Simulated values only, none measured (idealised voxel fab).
Process module, titled voxel local oxidation
Each square cell in cross-section cut measures 5 nm, and the section as a whole is 265 nm wide.
Throughout this document, each cross-section is represented as a grid of square cells and is presented as a sequence of bands enumerated from the top downward, where a band comprises one or more rows of cells. The band entry comprises the height of the band's top followed by the height of its bottom, expressed in nm, and subsequently the band's materials from left to right, each stated together with its width in nm. Where a single material is marked with the word "throughout", that material fills the band from edge to edge. The word "empty" represents empty space. Heights are expressed relative to 0, this being the level below which the as-received wafer comprises one material exclusively. The lowest band is unbounded in the downward direction and is denoted as in "0..down". When a width is written as two numbers, as in "30 to 40", the first number is the width in the top row of cells of the band and the second is the width in its bottom row, and the width changes by the same amount from each row to the next. Given "nothing was modified" for a step, no cell of the cross-section differs between before and after that step. Empty spaces counting at least 8 cells and having no open way to the top are listed in "Enclosed cavities". The notation width x height at distance is used for each, the distance being from the left edge and all three values in nm. Step line, after settings: the simulator's comment on this step. When a step includes a mask, the "overlay nm" setting on its line states how far to the right of its planned place that mask lay, and negative values state how far to the left.
### Planned process steps
1. RECEIVE (material Si)
2. OXIDIZE (depth nm 5)
3. CONFORMAL_DEP (material SiN; thk nm 15)
4. MASKED_ETCH (tone cover; mask id ACTIVE; width nm 105; pitch nm 125; etch materials SiN; depth nm 15; overlay nm 0)
5. SELECTIVE_ETCH (etch materials SiO2; depth nm 5)
6. OXIDIZE (depth nm 15)
7. STRIP (etch materials SiN)
### So, the first of our two wafers, run just as we planned it
### Wafer cross-section on receipt, i.e. after step 1
0..down | Si throughout
Enclosed cavities: none
### Wafer section view after processing step 2
0..-5 | SiO2 throughout
Anything lower than -5 is untouched.
### Wafer section view after processing step 3
15..0 | SiN throughout
Anything lower than 0 is untouched.
### Wafer section view after processing step 4
15..0 | empty 15, then SiN 105, then empty 20, then SiN 105, then empty 20
Anything lower than 0 is untouched.
### Wafer section view after processing step 5
15..0 | empty 15, then SiN 105, then empty 20, then SiN 105, then empty 20
0..-5 | empty 20, then SiO2 95, then empty 30, then SiO2 95, then empty 25
Anything lower than -5 is untouched.
### Wafer section view after processing step 6
15..0 | empty 15, then SiN 105, then empty 20, then SiN 105, then empty 20
0..-5 | empty 20, then SiO2 95, then empty 30, then SiO2 95, then empty 25
-5..-20 | SiO2 35, then Si 65, then SiO2 60, then Si 65, then SiO2 40
Anything lower than -20 is untouched.
### Wafer section view after processing step 7
0..-5 | empty 20, then SiO2 95, then empty 30, then SiO2 95, then empty 25
Anything lower than -5 is untouched.
### Wafer two: like wafer one in start and plan, but with one mistake in execution; identical up to and including step 3
### Planned end of step 4: second wafer, cross-section
15..0 | SiN 15, then empty 105, then SiN 20, then empty 105, then SiN 20
Anything lower than 0 is untouched.
### Planned end of step 5: second wafer, cross-section
15..0 | SiN 15, then empty 105, then SiN 20, then empty 105, then SiN 20
0..-5 | SiO2 10, then empty 115, then SiO2 10, then empty 115, then SiO2 15
Anything lower than -5 is untouched.
### Planned end of step 6: second wafer, cross-section
15..0 | SiN 15, then empty 105, then SiN 20, then empty 105, then SiN 20
0..-5 | SiO2 10, then empty 115, then SiO2 10, then empty 115, then SiO2 15
-5..-20 | SiO2 throughout
Anything lower than -20 is untouched.
### Planned end of step 7: second wafer, cross-section
0..-5 | SiO2 10, then empty 115, then SiO2 10, then empty 115, then SiO2 15
Anything lower than -5 is untouched.
Plan not followed: step 4 did not happen as planned, as run it was MASKED_ETCH (tone open; mask id ACTIVE; width nm 105; pitch nm 125; etch materials SiN; depth nm 15; overlay nm 0)
Wrapping up, a cell-based count of both wafers puts the second over or under the first for these materials: Si: 78 fewer; SiO2: 47 more
